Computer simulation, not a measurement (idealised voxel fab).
process module | voxel self aligned contacts
cross-section cut | 150 nm wide | cells 5 nm
A cross-section is a grid of square cells, given in bands from the top down. A band is one or more rows of cells.
Each band's line starts with the height of the band's top and of its bottom, in nm. Then come its materials from left to right, each with its width in nm. One material with "throughout" fills the band from edge to edge. "air" is empty space.
Height 0 is the level under which the wafer as received is all one material. The lowest band goes on downwards, as in "0 down".
A width such as "30 to 40" changes by the same amount from each row of cells to the next, from the band's top row to its bottom row.
"no change" after a step means that no cell of the cross-section changed.
closed voids: empty space of 8 cells or more with no open way to the top, each as width x height at its distance from the left edge, in nm
after a step's settings: what the simulator itself notes on the step
overlay nm, on a step with a mask: how far to the right of its planned place the mask lay; to the left if negative
plan
1 op RECEIVE | material Si
2 op OXIDIZE | depth nm 5
3 op DIRECTIONAL_DEP | material polySi | thk nm 20
4 op DIRECTIONAL_DEP | material SiN | thk nm 20
5 op MASKED_ETCH | tone cover | mask id GATE | width nm 35 | pitch nm 65 | etch materials SiN | depth nm 20 | overlay nm 0
6 op MASKED_ETCH | tone cover | mask id GATE | width nm 35 | pitch nm 65 | etch materials polySi | depth nm 20 | overlay nm 0
7 op CONFORMAL_DEP | material SiN | thk nm 5
8 op DIRECTIONAL_ETCH | etch materials SiN | depth nm 5
9 op FILL_DEP | material SiO2 | thk nm 20
10 op CMP | height nm 50
11 op MASKED_ETCH | tone open | mask id CONTACT | width nm 40 | etch materials SiO2 | depth nm 55 | overlay nm 0
12 op CONFORMAL_DEP | material TiN | thk nm 5
13 op FILL_DEP | material Ru | thk nm 5
14 op CMP | height nm 50
15 op CONFORMAL_DEP | material SiN | thk nm 5
as received, after step 1
  0 down: Si throughout
  closed voids: none
a wafer at the end: this start, this plan, one mistake
  55 to 50: SiN throughout
  50 to 40: SiO2 55 | TiN 5 to 15 | Ru 30 to 10 | TiN 5 to 15 | SiO2 55
  40 to 20: SiO2 20 | SiN 45 | TiN 5 | Ru 10 | TiN 5 | SiN 45 | SiO2 20
  20 to 10: SiO2 20 | SiN 5 | polySi 35 | SiN 5 | TiN 5 | Ru 10 | TiN 5 | SiN 5 | polySi 35 | SiN 5 | SiO2 20
  10 to 5: SiO2 20 | SiN 5 | polySi 35 | SiN 5 | TiN 20 | SiN 5 | polySi 35 | SiN 5 | SiO2 20
  5 to 0: SiN 25 | polySi 35 | SiN 30 | polySi 35 | SiN 25
  0 to -5: SiO2 throughout
  -5 down: Si throughout
  closed voids: none
what went wrong: steps 7 and 8 were swapped
